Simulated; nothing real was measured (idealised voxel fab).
The document below concerns the process module designated voxel spacer lines.
This is section cut - it's 245 nm across, gridded in 5 nm square cells.
A cross-section is written here as square cells arranged in a grid, and it is given in bands from the top down, each band taking up one or more rows of cells. Quick guide to a band line: top height, bottom height (nm) up front; then every material left to right with its width in nm. Only one material and it's marked "everywhere"? Then it fills the band edge to edge. And "air" just means empty space. Measure heights from 0. That's the level where, below it, the as-received wafer is all one material. The lowest band is bottomless and extends downward; write it as in "z 0 and below". When a width is written as two numbers, as in "30->40", the first number is the width in the top row of cells of the band and the second is the width in its bottom row, and the width changes by the same amount from each row to the next. Step note "stayed the same" = no cross-section cell changed. "Fully closed voids" lists enclosed empty spaces (at least 8 cells, no open path upward to the top), each as width x height at distance from the left edge, in nm. On each step's line, the part that comes after the settings is the simulator's own comment on the step. You can add "overlay nm" to a step's line. For a step with a mask, it describes how far the mask lay to the right of its planned position, and a negative number describes a lay to the left.

These are the steps we planned for the process
1) RECEIVE: material Si
2) CONFORMAL_DEP: material Al2O3, thk nm 10
3) DIRECTIONAL_DEP: material TiN, thk nm 10
4) DIRECTIONAL_DEP: material aC, thk nm 20
5) PATTERN: tone cover, mask id MANDREL, material resist, width nm 20, pitch nm 70, thk nm 30, overlay nm 0
6) DIRECTIONAL_ETCH: etch materials aC, depth nm 20
7) STRIP: etch materials resist
8) CONFORMAL_DEP: material SiO2, thk nm 15
9) DIRECTIONAL_ETCH: etch materials SiO2, depth nm 15
10) STRIP: etch materials aC
11) DIRECTIONAL_ETCH: etch materials TiN, depth nm 10
12) STRIP: etch materials SiO2

So, the first of our two wafers, run just as we planned it

Received-state cross-section, reflecting completion of step 1
- z 0 and below: Si everywhere
- Fully closed voids: none

Upon completion of step 2, the wafer appears in cross-section as shown
- z 10 to 0: Al2O3 everywhere
- Whatever lies below 0 is exactly as it was before.

Upon completion of step 3, the wafer appears in cross-section as shown
- z 20 to 10: TiN everywhere
- Whatever lies below 10 is exactly as it was before.

Upon completion of step 4, the wafer appears in cross-section as shown
- z 40 to 20: aC everywhere
- Whatever lies below 20 is exactly as it was before.

Upon completion of step 5, the wafer appears in cross-section as shown
- z 70 to 40: 40 air, then 20 resist, then 50 air, then 20 resist, then 50 air, then 20 resist, then 45 air
- Whatever lies below 40 is exactly as it was before.

Upon completion of step 6, the wafer appears in cross-section as shown
- z 50 to 40: 40 air, then 20 resist, then 50 air, then 20 resist, then 50 air, then 20 resist, then 45 air
- z 40 to 20: 40 air, then 20 aC, then 50 air, then 20 aC, then 50 air, then 20 aC, then 45 air
- Whatever lies below 20 is exactly as it was before.

Upon completion of step 7, the wafer appears in cross-section as shown
- z 40 to 20: 40 air, then 20 aC, then 50 air, then 20 aC, then 50 air, then 20 aC, then 45 air
- Whatever lies below 20 is exactly as it was before.

Upon completion of step 8, the wafer appears in cross-section as shown
- z 55 to 40: 25 air, then 50 SiO2, then 20 air, then 50 SiO2, then 20 air, then 50 SiO2, then 30 air
- z 40 to 35: 25 air, then 15 SiO2, then 20 aC, then 15 SiO2, then 20 air, then 15 SiO2, then 20 aC, then 15 SiO2, then 20 air, then 15 SiO2, then 20 aC, then 15 SiO2, then 30 air
- z 35 to 20: 40 SiO2, then 20 aC, then 50 SiO2, then 20 aC, then 50 SiO2, then 20 aC, then 45 SiO2
- Whatever lies below 20 is exactly as it was before.

Upon completion of step 9, the wafer appears in cross-section as shown
- z 40 to 20: 25 air, then 15 SiO2, then 20 aC, then 15 SiO2, then 20 air, then 15 SiO2, then 20 aC, then 15 SiO2, then 20 air, then 15 SiO2, then 20 aC, then 15 SiO2, then 30 air
- Whatever lies below 20 is exactly as it was before.

Upon completion of step 10, the wafer appears in cross-section as shown
- z 40 to 20: 25 air, then 15 SiO2, then 20 air, then 15 SiO2, then 20 air, then 15 SiO2, then 20 air, then 15 SiO2, then 20 air, then 15 SiO2, then 20 air, then 15 SiO2, then 30 air
- Whatever lies below 20 is exactly as it was before.

Upon completion of step 11, the wafer appears in cross-section as shown
- z 40 to 20: 25 air, then 15 SiO2, then 20 air, then 15 SiO2, then 20 air, then 15 SiO2, then 20 air, then 15 SiO2, then 20 air, then 15 SiO2, then 20 air, then 15 SiO2, then 30 air
- z 20 to 10: 25 air, then 15 TiN, then 20 air, then 15 TiN, then 20 air, then 15 TiN, then 20 air, then 15 TiN, then 20 air, then 15 TiN, then 20 air, then 15 TiN, then 30 air
- Whatever lies below 10 is exactly as it was before.

Upon completion of step 12, the wafer appears in cross-section as shown
- z 20 to 10: 25 air, then 15 TiN, then 20 air, then 15 TiN, then 20 air, then 15 TiN, then 20 air, then 15 TiN, then 20 air, then 15 TiN, then 20 air, then 15 TiN, then 30 air
- Whatever lies below 10 is exactly as it was before.

Second wafer. Start and plan as for the first. One mistake made in running. Agrees with the first up to and including step 6

Cross-sectional representation of the second wafer at the time designated in the plan for the completion of step 7
- z 40 to 20: 40 air, then 20 aC, then 50 air, then 20 aC, then 50 air, then 20 aC, then 45 air
- Whatever lies below 20 is exactly as it was before.

Cross-sectional representation of the second wafer at the time designated in the plan for the completion of step 8
- z 55 to 40: 25 air, then 50 SiO2, then 20 air, then 50 SiO2, then 20 air, then 50 SiO2, then 30 air
- z 40 to 35: 25 air, then 15 SiO2, then 20 aC, then 15 SiO2, then 20 air, then 15 SiO2, then 20 aC, then 15 SiO2, then 20 air, then 15 SiO2, then 20 aC, then 15 SiO2, then 30 air
- z 35 to 20: 40 SiO2, then 20 aC, then 50 SiO2, then 20 aC, then 50 SiO2, then 20 aC, then 45 SiO2
- Whatever lies below 20 is exactly as it was before.

Cross-sectional representation of the second wafer at the time designated in the plan for the completion of step 9
- z 40 to 20: 25 air, then 15 SiO2, then 20 aC, then 15 SiO2, then 20 air, then 15 SiO2, then 20 aC, then 15 SiO2, then 20 air, then 15 SiO2, then 20 aC, then 15 SiO2, then 30 air
- Whatever lies below 20 is exactly as it was before.

Cross-sectional representation of the second wafer at the time designated in the plan for the completion of step 10
- z 40 to 20: 25 air, then 15 SiO2, then 20 air, then 15 SiO2, then 20 air, then 15 SiO2, then 20 air, then 15 SiO2, then 20 air, then 15 SiO2, then 20 air, then 15 SiO2, then 30 air
- Whatever lies below 20 is exactly as it was before.

Cross-sectional representation of the second wafer at the time designated in the plan for the completion of step 11
- z 40 to 20: 25 air, then 15 SiO2, then 20 air, then 15 SiO2, then 20 air, then 15 SiO2, then 20 air, then 15 SiO2, then 20 air, then 15 SiO2, then 20 air, then 15 SiO2, then 30 air
- z 20 to 10: 25 air, then 15 TiN, then 20 air, then 15 TiN, then 20 air, then 15 TiN, then 20 air, then 15 TiN, then 20 air, then 15 TiN, then 20 air, then 15 TiN, then 30 air
- Whatever lies below 10 is exactly as it was before.

Cross-sectional representation of the second wafer at the time designated in the plan for the completion of step 12
- z 20 to 10: 25 air, then 15 TiN, then 20 air, then 15 TiN, then 20 air, then 15 TiN, then 20 air, then 15 TiN, then 20 air, then 15 TiN, then 20 air, then 15 TiN, then 30 air
- Whatever lies below 10 is exactly as it was before.
Error vs. plan: step 7 from the plan got run twice
The two wafers finish with the same cross-section, and therefore the mistake leaves the computed outcome of this model unchanged.
